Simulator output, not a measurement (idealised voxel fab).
process module | voxel self aligned vias
The width of the displayed cross-section, cut, is 275 nm; its cells are square, with a size of 5 nm.
Heads up, the way a cross-section reads in here is a grid of square cells, handed over as bands from the top down, with every band being one or more rows of cells.
For a band, the entry starts with two heights in nm, that of the top and then that of the bottom, and carries on with the band's materials in order from left to right, each alongside its width in nm; the word "everywhere" beside a single material means it fills the band edge to edge, and "empty" means empty space.
Ref level 0: as-received wafer is one material below here. Bottom band extends down with no lower bound ("0..down").
Graded width ("30 to 40"): value in top row of band = first number; value in bottom row = second number; row-to-row change constant.
The cross-section has no changed cell in any step marked "stayed the same".
Sealed internal voids: empty space of 8 cells or more with no open way to the top, each as width x height at its distance from the left edge, in nm
Heads up: the bit after the settings on a step's line is the simulator's remark on that step.
For masked steps, "overlay nm" on the step line gives how far right of plan the mask actually lay; a minus sign means it lay to the left.
The steps planned for the process are as follows:
step 1: RECEIVE (material Si)
step 2: CONFORMAL_DEP (material SiO2; thk nm 15)
step 3: CONFORMAL_DEP (material SiCN; thk nm 5)
step 4: DIRECTIONAL_DEP (material SiO2; thk nm 20)
step 5: MASKED_ETCH (tone open; mask id LINES; width nm 30; pitch nm 55; etch materials SiO2; depth nm 20; overlay nm 0)
step 6: CONFORMAL_DEP (material TiN; thk nm 5)
step 7: FILL_DEP (material Ru; thk nm 10)
step 8: CMP (height nm 40)
step 9: SELECTIVE_ETCH (etch materials W Ru TiN; depth nm 10)
step 10: FILL_DEP (material SiN; thk nm 10)
step 11: CMP (height nm 40)
step 12: DIRECTIONAL_DEP (material SiO2; thk nm 20)
step 13: PATTERN (tone open; mask id VIAS; material resist; width nm 40; pitch nm 110; thk nm 20; overlay nm 0)
step 14: DIRECTIONAL_ETCH (etch materials SiO2; depth nm 20)
step 15: DIRECTIONAL_ETCH (etch materials SiN; depth nm 10)
step 16: STRIP (etch materials resist)
step 17: CONFORMAL_DEP (material TiN; thk nm 5)
step 18: FILL_DEP (material W; thk nm 5)
step 19: CMP (height nm 60)
step 20: CONFORMAL_DEP (material SiCN; thk nm 5)
As received (post step 1): cross-section:
* 0..down  Si everywhere
* Sealed internal voids: none
Run as planned - first of the two wafers cross-sectioned at the end of the module:
* 65..60  SiCN everywhere
* 60..45  SiO2: 60, TiN: 5, W: 30, TiN: 5, SiO2: 70, TiN: 5, W: 30, TiN: 5, SiO2: 65
* 45..40  SiO2: 60, TiN: 10, W: 20, TiN: 10, SiO2: 70, TiN: 10, W: 20, TiN: 10, SiO2: 65
* 40..35  SiO2: 65, TiN: 5, W: 20, TiN: 5, SiO2: 25, SiN: 30, SiO2: 25, TiN: 5, W: 20, TiN: 5, SiO2: 70
* 35..30  SiO2: 65, TiN: 30, SiO2: 25, SiN: 30, SiO2: 25, TiN: 30, SiO2: 70
* 30..25  SiO2: 65, TiN: 5, Ru: 20, TiN: 5, SiO2: 25, TiN: 5, Ru: 20, TiN: 5, SiO2: 25, TiN: 5, Ru: 20, TiN: 5, SiO2: 70
* 25..20  SiO2: 65, TiN: 30, SiO2: 25, TiN: 30, SiO2: 25, TiN: 30, SiO2: 70
* 20..15  SiCN everywhere
* 15..0  SiO2 everywhere
* 0..down  Si everywhere
* Sealed internal voids: none
Wafer two (of two), end-of-module cross-section: start = wafer one, plan = wafer one, one run mistake:
* 65..60  SiCN everywhere
* 60..45  SiO2: 60, TiN: 5, W: 30, TiN: 5, SiO2: 70, TiN: 5, W: 30, TiN: 5, SiO2: 65
* 45..40  SiO2: 60, TiN: 5, W: 15, TiN: 20, SiO2: 70, TiN: 5, W: 15, TiN: 20, SiO2: 65
* 40..35  SiO2: 55, SiN: 5, TiN: 5, W: 15, TiN: 5, SiO2: 25, SiN: 30, SiO2: 25, SiN: 5, TiN: 5, W: 15, TiN: 5, SiO2: 80
* 35..30  SiO2: 55, SiN: 5, TiN: 25, SiO2: 25, SiN: 30, SiO2: 25, SiN: 5, TiN: 25, SiO2: 80
* 30..25  SiO2: 55, TiN: 5, Ru: 20, TiN: 5, SiO2: 25, TiN: 5, Ru: 20, TiN: 5, SiO2: 25, TiN: 5, Ru: 20, TiN: 5, SiO2: 80
* 25..20  SiO2: 55, TiN: 30, SiO2: 25, TiN: 30, SiO2: 25, TiN: 30, SiO2: 80
* 20..15  SiCN everywhere
* 15..0  SiO2 everywhere
* 0..down  Si everywhere
* Sealed internal voids: none
Deviation from plan: step 5 ran with different settings than intended, the actual operation and settings being MASKED_ETCH (tone open; mask id LINES; width nm 30; pitch nm 55; etch materials SiO2; depth nm 20; overlay nm -10)
Looking at both finished wafers in cells, the second ends up ahead of or behind the first on some materials: SiN +4; W -4
